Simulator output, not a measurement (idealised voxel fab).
process module | voxel self aligned vias
cross-section cut | 210 nm wide | cells 5 nm
A cross-section is a grid of square cells, given in bands from the top down. A band is one or more rows of cells.
Each band's line starts with the height of the band's top and of its bottom, in nm. Then come its materials from left to right, each with its width in nm. One material with "throughout" fills the band from edge to edge. "air" is empty space.
Height 0 is the level under which the wafer as received is all one material. The lowest band goes on downwards, as in "0 down".
A width such as "30 to 40" changes by the same amount from each row of cells to the next, from the band's top row to its bottom row.
"no change" after a step means that no cell of the cross-section changed.
closed voids: empty space of 8 cells or more with no open way to the top, each as width x height at its distance from the left edge, in nm
after a step's settings: what the simulator itself notes on the step
overlay nm, on a step with a mask: how far to the right of its planned place the mask lay; to the left if negative
plan
1 op RECEIVE | material Si
2 op CONFORMAL_DEP | material SiO2 | thk nm 15
3 op CONFORMAL_DEP | material SiCN | thk nm 5
4 op DIRECTIONAL_DEP | material SiO2 | thk nm 20
5 op PATTERN | tone open | mask id LINES | material resist | width nm 30 | pitch nm 80 | thk nm 15 | overlay nm 0
6 op DIRECTIONAL_ETCH | etch materials SiO2 | depth nm 20
7 op STRIP | etch materials resist
8 op CONFORMAL_DEP | material TiN | thk nm 5
9 op FILL_DEP | material Ru | thk nm 5
10 op CMP | height nm 40
11 op SELECTIVE_ETCH | etch materials W Ru TiN | depth nm 5
12 op FILL_DEP | material SiN | thk nm 10
13 op CMP | height nm 40
14 op DIRECTIONAL_DEP | material SiO2 | thk nm 15
15 op MASKED_ETCH | tone open | mask id VIAS | width nm 50 | pitch nm 80 | etch materials SiO2 | depth nm 15 | overlay nm 0
16 op MASKED_ETCH | tone open | mask id VIAS | width nm 50 | pitch nm 80 | etch materials SiN | depth nm 5 | overlay nm 0
17 op CONFORMAL_DEP | material TiN | thk nm 5
18 op FILL_DEP | material Cu | thk nm 5
19 op CMP | height nm 55
20 op CONFORMAL_DEP | material SiCN | thk nm 5
as received, after step 1
  0 down: Si throughout
  closed voids: none
a wafer at the end: this start, this plan, one mistake
  60 to 55: SiCN throughout
  55 to 50: Cu throughout
  50 to 45: TiN 45 | Cu 40 | TiN 40 | Cu 40 | TiN 45
  45 to 35: SiO2 40 | TiN 5 | Cu 40 | TiN 5 | SiO2 30 | TiN 5 | Cu 40 | TiN 5 | SiO2 40
  35 to 30: SiO2 40 | TiN 50 | SiO2 30 | TiN 50 | SiO2 40
  30 to 25: SiO2 50 | TiN 5 | Ru 20 | TiN 5 | SiO2 50 | TiN 5 | Ru 20 | TiN 5 | SiO2 50
  25 to 20: SiO2 50 | TiN 30 | SiO2 50 | TiN 30 | SiO2 50
  20 to 15: SiCN throughout
  15 to 0: SiO2 throughout
  0 down: Si throughout
  closed voids: none
what went wrong: step 13 ran as: op CMP | height nm 30
